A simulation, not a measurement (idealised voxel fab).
The following process module bears the name voxel plated lines.
The width of the displayed cross-section, cut, is 270 nm; its cells are square, with a size of 5 nm.
Notation: cross-section as square-cell grid; stated in bands, top first, going down; one or more cell rows per band. First you get the band's top height and its bottom height, in nm, and then the materials it's made of, left to right, with each width in nm. If you see a single material with "full width", that one covers the band edge to edge. "empty" is empty space. Basically, 0 is our baseline, since under it the wafer straight out of the box is all one material. The bottom band has no lower end and keeps on going down, so it looks like "0 nm and below". So if you see something like "30..40" for the width, read it as the top row of the band sitting at the first number and the bottom row at the second, with every row in between moving by the same amount as the last. When a step is marked "nothing changed", none of the cells in the cross-section changed during that step. Entry "Voids lacking openings" = empty spaces >= 8 cells with no open way to the top; each as width x height at distance, distance from left edge, all nm. Note: text after step settings on the step line = simulator remark on that step. Each step line may optionally specify "overlay nm", which for a step with a mask gives the rightward distance between the mask's planned place and where it lay, a negative value indicating the leftward direction.
-- Here's what the planned process steps look like
| 1 | RECEIVE [material Si] |
| 2 | CONFORMAL_DEP [material SiN] [thk nm 5] |
| 3 | DIRECTIONAL_DEP [material TiN] [thk nm 5] |
| 4 | PATTERN [tone open] [mask id LINES] [material resist] [width nm 20] [pitch nm 40] [thk nm 20] [overlay nm 0] |
| 5 | EPI [material Ru] [thk nm 5] |
| 6 | STRIP [etch materials resist] |
| 7 | DIRECTIONAL_ETCH [etch materials TiN] [depth nm 5] |
| 8 | CONFORMAL_DEP [material SiCN] [thk nm 5] |
-- Wafer at receipt (post step 1), cross-section
* 0 nm and below | Si full width
* Voids lacking openings: none
-- The first of two wafers, cross-sectioned at the end of the module, with the run proceeding as planned
* 20 nm to 15 nm | empty (100); SiCN (30); empty (10); SiCN (30); empty (100)
* 15 nm to 10 nm | empty (100); SiCN (5); Ru (20); SiCN (5); empty (10); SiCN (5); Ru (20); SiCN (5); empty (100)
* 10 nm to 5 nm | SiCN (105); TiN (20); SiCN (20); TiN (20); SiCN (105)
* 5 nm to 0 nm | SiN full width
* 0 nm and below | Si full width
* Voids lacking openings: none
-- Cross-section of the latter of the two wafers at module completion. It had an identical start and an identical plan to the former; in running it, one mistake was made
* 20 nm to 15 nm | SiCN (110); empty (10); SiCN (30); empty (10); SiCN (110)
* 15 nm to 10 nm | Ru (105); SiCN (5); empty (10); SiCN (5); Ru (20); SiCN (5); empty (10); SiCN (5); Ru (105)
* 10 nm to 5 nm | TiN (105); SiCN (20); TiN (20); SiCN (20); TiN (105)
* 5 nm to 0 nm | SiN full width
* 0 nm and below | Si full width
* Voids lacking openings: none
It is concluded that the wafer was processed incorrectly with respect to the plan, in that step 4: run off-plan, actual operation and settings PATTERN [tone cover] [mask id LINES] [material resist] [width nm 20] [pitch nm 40] [thk nm 20] [overlay nm 0]
Wafer comparison, final, in cells, second relative to first, materials more or fewer: Ru: 38 more; TiN: 38 more
